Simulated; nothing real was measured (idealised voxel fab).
You're looking at the process module voxel gate over fins.
For reference, the cross-section in this document is cut, with width 215 nm and square cells of 5 nm.
Heads up, the way a cross-section reads in here is a grid of square cells, handed over as bands from the top down, with every band being one or more rows of cells. Band entry format. Leading values: height of top, height of bottom, nm. Remainder: materials in left-to-right order, each with its width in nm. Special words: "all across" on a single material, which then fills the band edge to edge; "air", empty space. The level at which height equals 0 is the one under which the wafer, as it arrives, is entirely one material. No lower edge exists for the bottom band, which continues downward and is notated as in "top 0, no bottom". You'd read "30->40" like this: the band's top row of cells is as wide as the first number, its bottom row is as wide as the second, and going down, every row changes width by the same amount as the row before did. "no modification", as given for a step, is the statement that not any cell of the cross-section underwent a change during that step. Entry "Closed internal voids". Content: empty spaces with no open connection to the top, size 8 cells or greater. Each: width x height at distance. Distance: from left edge. Unit: nm. On a step's line, text after the settings is the simulator commenting on that step. You can add "overlay nm" to a step's line. For a step with a mask, it describes how far the mask lay to the right of its planned position, and a negative number describes a lay to the left.
Set out below are the planned steps of the process
1. RECEIVE (material Si)
2. CONFORMAL_DEP (material SiN; thk nm 10)
3. DIRECTIONAL_DEP (material aC; thk nm 5)
4. PATTERN (tone cover; mask id FINS; material resist; width nm 15; pitch nm 40; thk nm 30; overlay nm 0)
5. DIRECTIONAL_ETCH (etch materials aC; depth nm 15)
6. STRIP (etch materials resist)
7. DIRECTIONAL_ETCH (etch materials SiN; depth nm 10)
8. DIRECTIONAL_ETCH (etch materials Si; depth nm 40)
9. STRIP (etch materials aC)
10. FILL_DEP (material SiO2; thk nm 5)
11. CMP (height nm 10)
12. SELECTIVE_ETCH (etch materials SiO2; depth nm 25)
13. STRIP (etch materials SiN)
14. CONFORMAL_DEP (material HfO2; thk nm 5)
15. CONFORMAL_DEP (material TiN; thk nm 5)
16. CONFORMAL_DEP (material TiAl; thk nm 5)
17. CONFORMAL_DEP (material TiN; thk nm 5)
18. FILL_DEP (material W; thk nm 15)
19. CMP (height nm 30)
20. CONFORMAL_DEP (material SiCN; thk nm 10)
The wafers in this document start out alike and differ in the thk nm applied at step 3; the plan shows the value used for the first wafer.
Received condition of the first of several wafers, sectioned: post-step 1
> top 0, no bottom | Si all across
> Closed internal voids: none
First of several wafers in cross-section at module end, following the final step, step 20
> top 40, bottom 30 | SiCN all across
> top 30, bottom 20 | W all across
> top 20, bottom 15 | W 40 nm; TiN 135 nm; W 40 nm
> top 15, bottom 10 | W 40 nm; TiN 5 nm; TiAl 125 nm; TiN 5 nm; W 40 nm
> top 10, bottom 5 | W 40 nm; TiN 5 nm; TiAl 5 nm; TiN 35 nm; TiAl 5 nm; TiN 35 nm; TiAl 5 nm; TiN 35 nm; TiAl 5 nm; TiN 5 nm; W 40 nm
> top 5, bottom 0 | TiN 45 nm; TiAl 5 nm; TiN 5 nm; HfO2 25 nm; TiN 5 nm; TiAl 5 nm; TiN 5 nm; HfO2 25 nm; TiN 5 nm; TiAl 5 nm; TiN 5 nm; HfO2 25 nm; TiN 5 nm; TiAl 5 nm; TiN 45 nm
> top 0, bottom -5 | TiAl 50 nm; TiN 5 nm; HfO2 5 nm; Si 15 nm; HfO2 5 nm; TiN 5 nm; TiAl 5 nm; TiN 5 nm; HfO2 5 nm; Si 15 nm; HfO2 5 nm; TiN 5 nm; TiAl 5 nm; TiN 5 nm; HfO2 5 nm; Si 15 nm; HfO2 5 nm; TiN 5 nm; TiAl 50 nm
> top -5, bottom -10 | TiN 55 nm; HfO2 5 nm; Si 15 nm; HfO2 5 nm; TiN 15 nm; HfO2 5 nm; Si 15 nm; HfO2 5 nm; TiN 15 nm; HfO2 5 nm; Si 15 nm; HfO2 5 nm; TiN 55 nm
> top -10, bottom -15 | HfO2 60 nm; Si 15 nm; HfO2 25 nm; Si 15 nm; HfO2 25 nm; Si 15 nm; HfO2 60 nm
> top -15, bottom -40 | SiO2 60 nm; Si 15 nm; SiO2 25 nm; Si 15 nm; SiO2 25 nm; Si 15 nm; SiO2 60 nm
> top -40, no bottom | Si all across
> Closed internal voids: none
Module end, final wafer: cross-section
> top 40, bottom 30 | SiCN all across
> top 30, bottom 20 | W all across
> top 20, bottom 15 | TiN all across
> top 15, bottom 10 | TiAl all across
> top 10, bottom 5 | TiN all across
> top 5, bottom 0 | HfO2 all across
> top 0, no bottom | Si all across
> Closed internal voids: none
wafer rows; end of module; cells per material since receipt: (+) gained, (-) lost; then closed voids
thk nm 5, +61 HfO2, -272 Si, +86 SiCN, +170 SiO2, +55 TiAl, +110 TiN, +134 W, Closed internal voids: none
thk nm 10, +61 HfO2, -272 Si, +86 SiCN, +170 SiO2, +55 TiAl, +110 TiN, +134 W, Closed internal voids: none
thk nm 15, +61 HfO2, -272 Si, +86 SiCN, +170 SiO2, +55 TiAl, +110 TiN, +134 W, Closed internal voids: none
thk nm 20, +43 HfO2, +86 SiCN, +43 TiAl, +86 TiN, +86 W, Closed internal voids: none
thk nm 25, +43 HfO2, +86 SiCN, +43 TiAl, +86 TiN, +86 W, Closed internal voids: none
thk nm 30, +43 HfO2, +86 SiCN, +43 TiAl, +86 TiN, +86 W, Closed internal voids: none
